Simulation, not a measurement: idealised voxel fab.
Process module name: voxel gate over fins
The cross-section shown here is cut; it is 270 nm wide and divided into square cells measuring 5 nm on a side.
Cross-section spec: square-cell grid; bands listed top down; each band is one or more rows.
Each band's line starts with the height of the band's top and of its bottom, in nm. Then come its materials from left to right, each with its width in nm. One material with "everywhere" fills the band from edge to edge. "empty" is empty space.
Heights are measured from 0, the level below which the as-received wafer is all one material; the lowest band has no bottom and continues downward, written as in "z 0 and below".
When a width is written as two numbers, as in "30 to 40", the first number is the width in the top row of cells of the band and the second is the width in its bottom row, and the width changes by the same amount from each row to the next.
"remains unaltered" (step): cross-section cells unchanged, all of them.
If an empty space has no open way to the top and is at least 8 cells in size, "Completely enclosed voids" lists it, written width x height at distance, where distance is measured from the left edge and every value is in nm.
after a step's settings: what the simulator itself notes on the step
"overlay nm", when on a step's line for a step with a mask, measures how far to the right of its planned place the mask lay; a negative measure means to the left.
**The steps planned for the process are as follows**
1,RECEIVE: material Si
2,CONFORMAL_DEP: material SiN, thk nm 5
3,DIRECTIONAL_DEP: material aC, thk nm 10
4,PATTERN: tone cover, mask id FINS, material resist, width nm 15, pitch nm 50, thk nm 30, overlay nm 0
5,DIRECTIONAL_ETCH: etch materials aC, depth nm 10
6,STRIP: etch materials resist
7,DIRECTIONAL_ETCH: etch materials SiN, depth nm 5
8,DIRECTIONAL_ETCH: etch materials Si, depth nm 40
9,STRIP: etch materials aC
10,FILL_DEP: material SiO2, thk nm 5
11,CMP: height nm 5
12,PATTERN: tone open, mask id RAIL, material resist, width nm 15, thk nm 20, overlay nm 0
13,DIRECTIONAL_ETCH: etch materials SiO2, depth nm 40
14,STRIP: etch materials resist
15,CONFORMAL_DEP: material TiN, thk nm 5
16,FILL_DEP: material W, thk nm 5
17,CMP: height nm 5
18,SELECTIVE_ETCH: etch materials W Ru TiN, depth nm 20
19,FILL_DEP: material SiO2, thk nm 5
20,CMP: height nm 5
21,SELECTIVE_ETCH: etch materials SiO2, depth nm 15
22,STRIP: etch materials SiN
23,CONFORMAL_DEP: material HfO2, thk nm 5
24,CONFORMAL_DEP: material TiN, thk nm 5
25,FILL_DEP: material W, thk nm 10
26,CMP: height nm 15
27,CONFORMAL_DEP: material SiCN, thk nm 5
The value of thk nm given for step 23 in the plan refers to the first wafer; the wafers vary in this setting and are alike at the start.
**The as-received cross-section of the first of several wafers corresponds to the state after step 1**
  z 0 and below | Si everywhere
  Completely enclosed voids: none
**Depicted here is the first of several wafers in cross-section, at module completion following the last step, step 27**
  z 20 to 15 | SiCN everywhere
  z 15 to 10 | W everywhere
  z 10 to 5 | 90 W; 35 TiN; 15 W; 35 TiN; 95 W
  z 5 to 0 | 90 W; 5 TiN; 25 HfO2; 5 TiN; 15 W; 5 TiN; 25 HfO2; 5 TiN; 95 W
  z 0 to -5 | 95 TiN; 5 HfO2; 15 Si; 5 HfO2; 25 TiN; 5 HfO2; 15 Si; 5 HfO2; 100 TiN
  z -5 to -10 | 100 HfO2; 15 Si; 35 HfO2; 15 Si; 105 HfO2
  z -10 to -15 | 100 SiO2; 15 Si; 35 SiO2; 15 Si; 105 SiO2
  z -15 to -30 | 100 SiO2; 15 Si; 10 SiO2; 5 TiN; 5 W; 5 TiN; 10 SiO2; 15 Si; 105 SiO2
  z -30 to -35 | 100 SiO2; 15 Si; 10 SiO2; 15 TiN; 10 SiO2; 15 Si; 105 SiO2
  z -35 to -40 | 100 SiO2; 15 Si; 35 SiO2; 15 Si; 105 SiO2
  z -40 and below | Si everywhere
  Completely enclosed voids: none
**Final wafer cross-section at module end**
  z 20 to 15 | SiCN everywhere
  z 15 to 10 | 80 TiN; 105 HfO2; 85 TiN
  z 10 to 0 | HfO2 everywhere
  z 0 to -10 | 100 HfO2; 15 Si; 35 HfO2; 15 Si; 105 HfO2
  z -10 to -15 | 100 SiO2; 15 Si; 35 SiO2; 15 Si; 105 SiO2
  z -15 to -30 | 100 SiO2; 15 Si; 10 SiO2; 5 TiN; 5 W; 5 TiN; 10 SiO2; 15 Si; 105 SiO2
  z -30 to -35 | 100 SiO2; 15 Si; 10 SiO2; 15 TiN; 10 SiO2; 15 Si; 105 SiO2
  z -35 to -40 | 100 SiO2; 15 Si; 35 SiO2; 15 Si; 105 SiO2
  z -40 and below | Si everywhere
  Completely enclosed voids: none
**Per wafer (row), end of module: delta in cells per material since receipt, (+) for gained, (-) for lost; closed voids after that**
thk nm 5 | +62 HfO2 | -384 Si | +54 SiCN | +276 SiO2 | +71 TiN | +137 W | Completely enclosed voids: none
thk nm 10 | +124 HfO2 | -384 Si | +54 SiCN | +276 SiO2 | +71 TiN | +75 W | Completely enclosed voids: none
thk nm 15 | +186 HfO2 | -384 Si | +54 SiCN | +276 SiO2 | +48 TiN | +36 W | Completely enclosed voids: none
thk nm 20 | +225 HfO2 | -384 Si | +54 SiCN | +276 SiO2 | +42 TiN | +3 W | Completely enclosed voids: none
